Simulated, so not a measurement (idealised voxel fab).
Name of the process module below: voxel trench capacitor
Cross-sectional view cut (width: 275 nm; square cell size: 5 nm).
Reading order for cross-sections: top band down to bottom band. Underlying form: a grid of square cells. Band size: one or more rows of cells.
Band: top height; bottom height; in nm. Then, left to right: material with width in nm, for each material. "edge to edge": a single material spanning edge to edge. "empty": empty space.
Height 0 is the level under which the wafer as received is all one material. The lowest band goes on downwards, as in "0 and below".
Width: "30..40" (first number = top row, second number = bottom row, same change from row to row of cells).
Where the words "nothing altered" appear for a step, the cross-section shows no cell changed by that step; every cell remained as before.
"closed voids": empty spaces of 8 cells or more with no open way to the top, each given as width x height at distance, distance from the left edge, all in nm.
Formally, on a step line, whatever follows the settings is a remark that the simulator itself makes on the step.
overlay nm: on a step with a mask, how far right of its planned place the mask lay; negative means left.
### Steps in the process plan
1,RECEIVE,material Si
2,CONFORMAL_DEP,material SiN,thk nm 5
3,MASKED_ETCH,tone open,mask id TRENCH,width nm 20,pitch nm 35,etch materials SiN,depth nm 5,overlay nm 0
4,MASKED_ETCH,tone open,mask id TRENCH,width nm 20,pitch nm 35,etch materials Si,depth nm 40,overlay nm 0
5,CONFORMAL_DEP,material Al2O3,thk nm 5
6,FILL_DEP,material polySi,thk nm 5
7,CMP,height nm 5
### Cross-section of the wafer upon arrival, representing the state reached after step 1
  0 and below = Si edge to edge
  closed voids: none
### Wafer cross-section at module end: first of two, run to plan
  5 down to 0 = SiN 75 / Al2O3 5 / polySi 10 / Al2O3 5 / SiN 15 / Al2O3 5 / polySi 10 / Al2O3 5 / SiN 15 / Al2O3 5 / polySi 10 / Al2O3 5 / SiN 15 / Al2O3 5 / polySi 10 / Al2O3 5 / SiN 75
  0 down to -35 = Si 75 / Al2O3 5 / polySi 10 / Al2O3 5 / Si 15 / Al2O3 5 / polySi 10 / Al2O3 5 / Si 15 / Al2O3 5 / polySi 10 / Al2O3 5 / Si 15 / Al2O3 5 / polySi 10 / Al2O3 5 / Si 75
  -35 down to -40 = Si 75 / Al2O3 20 / Si 15 / Al2O3 20 / Si 15 / Al2O3 20 / Si 15 / Al2O3 20 / Si 75
  -40 and below = Si edge to edge
  closed voids: none
### Cross-section, wafer two of two, end of module: same start and plan as wafer one, one error in execution
  5 down to 0 = SiN 75 / Al2O3 5 / SiN 10 / Al2O3 5 / SiN 15 / Al2O3 5 / SiN 10 / Al2O3 5 / SiN 15 / Al2O3 5 / SiN 10 / Al2O3 5 / SiN 15 / Al2O3 5 / SiN 10 / Al2O3 5 / SiN 75
  0 down to -35 = Si 75 / Al2O3 5 / SiN 10 / Al2O3 5 / Si 15 / Al2O3 5 / SiN 10 / Al2O3 5 / Si 15 / Al2O3 5 / SiN 10 / Al2O3 5 / Si 15 / Al2O3 5 / SiN 10 / Al2O3 5 / Si 75
  -35 down to -40 = Si 75 / Al2O3 20 / Si 15 / Al2O3 20 / Si 15 / Al2O3 20 / Si 15 / Al2O3 20 / Si 75
  -40 and below = Si edge to edge
  closed voids: none
Want to know what went wrong? step 6 deviated from plan and actually ran as FILL_DEP,material SiN,thk nm 5
End check, counted in cells, second wafer has more or fewer of these materials than the first: SiN +64 | polySi -64
